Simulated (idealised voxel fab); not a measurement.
process module | voxel capacitor over wiring
cross-section cut | 230 nm wide | cells 5 nm
A cross-section is a grid of square cells, given in bands from the top down. A band is one or more rows of cells.
Each band's line starts with the height of the band's top and of its bottom, in nm. Then come its materials from left to right, each with its width in nm. One material with "throughout" fills the band from edge to edge. "air" is empty space.
Height 0 is the level under which the wafer as received is all one material. The lowest band goes on downwards, as in "0 down".
A width such as "30 to 40" changes by the same amount from each row of cells to the next, from the band's top row to its bottom row.
"no change" after a step means that no cell of the cross-section changed.
closed voids: empty space of 8 cells or more with no open way to the top, each as width x height at its distance from the left edge, in nm
after a step's settings: what the simulator itself notes on the step
overlay nm, on a step with a mask: how far to the right of its planned place the mask lay; to the left if negative
plan
1 op RECEIVE | material Si
2 op CONFORMAL_DEP | material SiO2 | thk nm 15
3 op CONFORMAL_DEP | material SiN | thk nm 5
4 op DIRECTIONAL_DEP | material SiO2 | thk nm 15
5 op MASKED_ETCH | tone open | mask id METAL_1 | width nm 20 | pitch nm 90 | etch materials SiO2 | depth nm 15 | overlay nm 0
6 op MASKED_ETCH | tone open | mask id METAL_1 | width nm 20 | pitch nm 90 | etch materials SiN | depth nm 5 | overlay nm 0
7 op CONFORMAL_DEP | material TiN | thk nm 5
8 op FILL_DEP | material Cu | thk nm 5
9 op CMP | height nm 35
10 op CONFORMAL_DEP | material SiCN | thk nm 5
11 op DIRECTIONAL_DEP | material SiO2 | thk nm 15
12 op MASKED_ETCH | tone open | mask id PLUG_1 | width nm 15 | etch materials SiO2 | depth nm 15 | overlay nm 0
13 op MASKED_ETCH | tone open | mask id PLUG_1 | width nm 15 | etch materials SiCN | depth nm 5 | overlay nm 0
14 op CONFORMAL_DEP | material TiN | thk nm 5
15 op FILL_DEP | material Ru | thk nm 5
16 op CMP | height nm 55
17 op DIRECTIONAL_DEP | material TiN | thk nm 10
18 op DIRECTIONAL_DEP | material HfO2 | thk nm 5
19 op DIRECTIONAL_DEP | material TiN | thk nm 10
20 op MASKED_ETCH | tone cover | mask id UPPER_PLATE | width nm 75 | etch materials TiN | depth nm 10 | overlay nm 0
21 op MASKED_ETCH | tone cover | mask id UPPER_PLATE | width nm 75 | etch materials HfO2 | depth nm 5 | overlay nm 0
22 op MASKED_ETCH | tone cover | mask id LOWER_PLATE | width nm 85 | etch materials TiN | depth nm 10 | overlay nm 0
23 op FILL_DEP | material SiO2 | thk nm 20
24 op CMP | height nm 95
25 op PATTERN | tone open | mask id PLUG_2 | material resist | width nm 15 | thk nm 15 | overlay nm 0
26 op DIRECTIONAL_ETCH | etch materials SiO2 | depth nm 15
27 op STRIP | etch materials resist
28 op CONFORMAL_DEP | material TiN | thk nm 5
29 op FILL_DEP | material W | thk nm 5
30 op CMP | height nm 95
31 op CONFORMAL_DEP | material SiN | thk nm 5
as received, after step 1
  0 down: Si throughout
  closed voids: none
a wafer at the end: this start, this plan, one mistake
  100 to 95: SiN throughout
  95 to 85: SiO2 75 | TiN 5 | W 5 | TiN 5 | SiO2 140
  85 to 80: SiO2 75 | TiN 15 | SiO2 140
  80 to 70: SiO2 65 | TiN 75 | SiO2 90
  70 to 65: SiO2 65 | HfO2 75 | SiO2 90
  65 to 55: SiO2 60 | TiN 85 | SiO2 85
  55 to 50: SiCN 65 | TiN 15 | SiCN 150
  50 to 35: SiO2 throughout
  35 to 20: SiO2 60 | TiN 5 | Cu 10 | TiN 5 | SiO2 70 | TiN 5 | Cu 10 | TiN 5 | SiO2 60
  20 to 15: SiN 60 | TiN 20 | SiN 70 | TiN 20 | SiN 60
  15 to 0: SiO2 throughout
  0 down: Si throughout
  closed voids: none
what went wrong: steps 10 and 11 were swapped
